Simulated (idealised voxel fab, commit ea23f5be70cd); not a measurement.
process module | voxel fin reveal
cross-section cut | 220 nm wide | cells 5 nm
A cross-section is a grid of square cells, given in bands from the top down. A band is one or more rows of cells.
Each band's line starts with the height of the band's top and of its bottom, in nm. Then come its materials from left to right, each with its width in nm. One material with "throughout" fills the band from edge to edge. "air" is empty space.
Height 0 is the level under which the wafer as received is all one material. The lowest band goes on downwards, as in "0 down".
A width such as "30 to 40" changes by the same amount from each row of cells to the next, from the band's top row to its bottom row.
"no change" after a step means that no cell of the cross-section changed.
closed voids: empty space of 8 cells or more with no open way to the top, each as width x height at its distance from the left edge, in nm
after a step's settings: what the simulator itself notes on the step
overlay nm, on a step with a mask: how far to the right of its planned place the mask lay; to the left if negative
plan
1 op RECEIVE | material Si
2 op CONFORMAL_DEP | material SiN | thk nm 10
3 op PATTERN | tone cover | mask id FINS | material resist | width nm 15 | pitch nm 35 | thk nm 20 | overlay nm 0
4 op DIRECTIONAL_ETCH | etch materials SiN | depth nm 10
5 op DIRECTIONAL_ETCH | etch materials Si | depth nm 30
6 op STRIP | etch materials resist
7 op FILL_DEP | material SiO2 | thk nm 15
8 op CMP | height nm 10
9 op SELECTIVE_ETCH | etch materials SiO2 | depth nm 25
10 op STRIP | etch materials SiN
as received, after step 1
  0 down: Si throughout
  closed voids: none
first wafer at the end, as planned
  0 to -15: air 85 | Si 15 | air 20 | Si 15 | air 85
  -15 to -30: SiO2 85 | Si 15 | SiO2 20 | Si 15 | SiO2 85
  -30 down: Si throughout
  closed voids: none
second wafer at the end: like start, like plan, one mistake
  0 to -15: air 90 | Si 15 | air 20 | Si 15 | air 80
  -15 to -30: SiO2 90 | Si 15 | SiO2 20 | Si 15 | SiO2 80
  -30 down: Si throughout
  closed voids: none
what went wrong: step 3 ran as: op PATTERN | tone cover | mask id FINS | material resist | width nm 15 | pitch nm 35 | thk nm 20 | overlay nm 5
at the end the second wafer has, in cells: as many of each material as the first, in other places
